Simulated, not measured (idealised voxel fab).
process module | voxel wiring stack
cross-section cut | 250 nm wide | cells 5 nm
A cross-section is a grid of square cells, given in bands from the top down. A band is one or more rows of cells.
Each band's line starts with the height of the band's top and of its bottom, in nm. Then come its materials from left to right, each with its width in nm. One material with "throughout" fills the band from edge to edge. "air" is empty space.
Height 0 is the level under which the wafer as received is all one material. The lowest band goes on downwards, as in "0 down".
A width such as "30 to 40" changes by the same amount from each row of cells to the next, from the band's top row to its bottom row.
"no change" after a step means that no cell of the cross-section changed.
closed voids: empty space of 8 cells or more with no open way to the top, each as width x height at its distance from the left edge, in nm
after a step's settings: what the simulator itself notes on the step
overlay nm, on a step with a mask: how far to the right of its planned place the mask lay; to the left if negative
plan
1 op RECEIVE | material Si
2 op CONFORMAL_DEP | material SiO2 | thk nm 10
3 op CONFORMAL_DEP | material SiCN | thk nm 5
4 op DIRECTIONAL_DEP | material lowk | thk nm 15
5 op DIRECTIONAL_DEP | material aC | thk nm 15
6 op PATTERN | tone open | mask id METAL_1 | material resist | width nm 20 | pitch nm 40 | thk nm 35 | overlay nm 0
7 op DIRECTIONAL_ETCH | etch materials aC | depth nm 15
8 op STRIP | etch materials resist
9 op DIRECTIONAL_ETCH | etch materials lowk | depth nm 15
10 op DIRECTIONAL_ETCH | etch materials SiCN | depth nm 5
11 op STRIP | etch materials aC
12 op CONFORMAL_DEP | material TiN | thk nm 5
13 op FILL_DEP | material W | thk nm 5
14 op CMP | height nm 30
15 op CONFORMAL_DEP | material SiCN | thk nm 5
16 op DIRECTIONAL_DEP | material SiO2 | thk nm 10
17 op DIRECTIONAL_DEP | material aC | thk nm 10
18 op PATTERN | tone open | mask id PLUG_1 | material resist | width nm 15 | pitch nm 40 | thk nm 30 | overlay nm 0
19 op DIRECTIONAL_ETCH | etch materials aC | depth nm 10
20 op STRIP | etch materials resist
21 op DIRECTIONAL_ETCH | etch materials SiO2 | depth nm 10
22 op DIRECTIONAL_ETCH | etch materials SiCN | depth nm 5
23 op STRIP | etch materials aC
24 op CONFORMAL_DEP | material TiN | thk nm 5
25 op FILL_DEP | material Cu | thk nm 10
26 op CMP | height nm 45
27 op CONFORMAL_DEP | material SiCN | thk nm 5
28 op DIRECTIONAL_DEP | material SiO2 | thk nm 15
29 op DIRECTIONAL_DEP | material aC | thk nm 15
30 op PATTERN | tone open | mask id METAL_2 | material resist | width nm 20 | pitch nm 40 | thk nm 35 | overlay nm 0
31 op DIRECTIONAL_ETCH | etch materials aC | depth nm 15
32 op STRIP | etch materials resist
33 op DIRECTIONAL_ETCH | etch materials SiO2 | depth nm 5
34 op DIRECTIONAL_ETCH | etch materials SiCN | depth nm 5
35 op STRIP | etch materials aC
36 op CONFORMAL_DEP | material TiN | thk nm 5
37 op FILL_DEP | material Ru | thk nm 5
38 op CMP | height nm 65
39 op CONFORMAL_DEP | material SiCN | thk nm 5
40 op DIRECTIONAL_DEP | material lowk | thk nm 35
41 op DIRECTIONAL_DEP | material aC | thk nm 10
42 op PATTERN | tone open | mask id METAL_3_HOLES | material resist | width nm 15 | pitch nm 40 | thk nm 25 | overlay nm 0
43 op DIRECTIONAL_ETCH | etch materials aC | depth nm 10
44 op STRIP | etch materials resist
45 op DIRECTIONAL_ETCH | etch materials lowk | depth nm 35
46 op STRIP | etch materials aC
47 op PATTERN | tone open | mask id METAL_3 | material resist | width nm 20 | pitch nm 40 | thk nm 20 | overlay nm 0
48 op DIRECTIONAL_ETCH | etch materials lowk | depth nm 20
49 op DIRECTIONAL_ETCH | etch materials SiCN | depth nm 5
50 op STRIP | etch materials resist
51 op CONFORMAL_DEP | material TiN | thk nm 5
52 op FILL_DEP | material Cu | thk nm 5
53 op CMP | height nm 105
54 op CONFORMAL_DEP | material SiN | thk nm 5
varied across the wafers: depth nm of step 33. The plan shows the first wafer's value. All wafers start alike
first wafer as received, after step 1
  0 down: Si throughout
  closed voids: none
each wafer at the end: cells of each material gained (+) or lost (-) since it was received, then its closed voids
depth nm 5 | +36 Cu | +170 SiCN | +50 SiN | +320 SiO2 | +117 TiN | +18 W | +389 lowk | closed voids: none
depth nm 10 | +36 Cu | +6 Ru | +170 SiCN | +50 SiN | +308 SiO2 | +123 TiN | +18 W | +389 lowk | closed voids: none
depth nm 15 | +36 Cu | +18 Ru | +158 SiCN | +50 SiN | +296 SiO2 | +135 TiN | +18 W | +389 lowk | closed voids: none
depth nm 20 | +36 Cu | +18 Ru | +158 SiCN | +50 SiN | +296 SiO2 | +135 TiN | +18 W | +389 lowk | closed voids: none
depth nm 25 | +36 Cu | +18 Ru | +158 SiCN | +50 SiN | +296 SiO2 | +135 TiN | +18 W | +389 lowk | closed voids: none
depth nm 30 | +36 Cu | +18 Ru | +158 SiCN | +50 SiN | +296 SiO2 | +135 TiN | +18 W | +389 lowk | closed voids: none
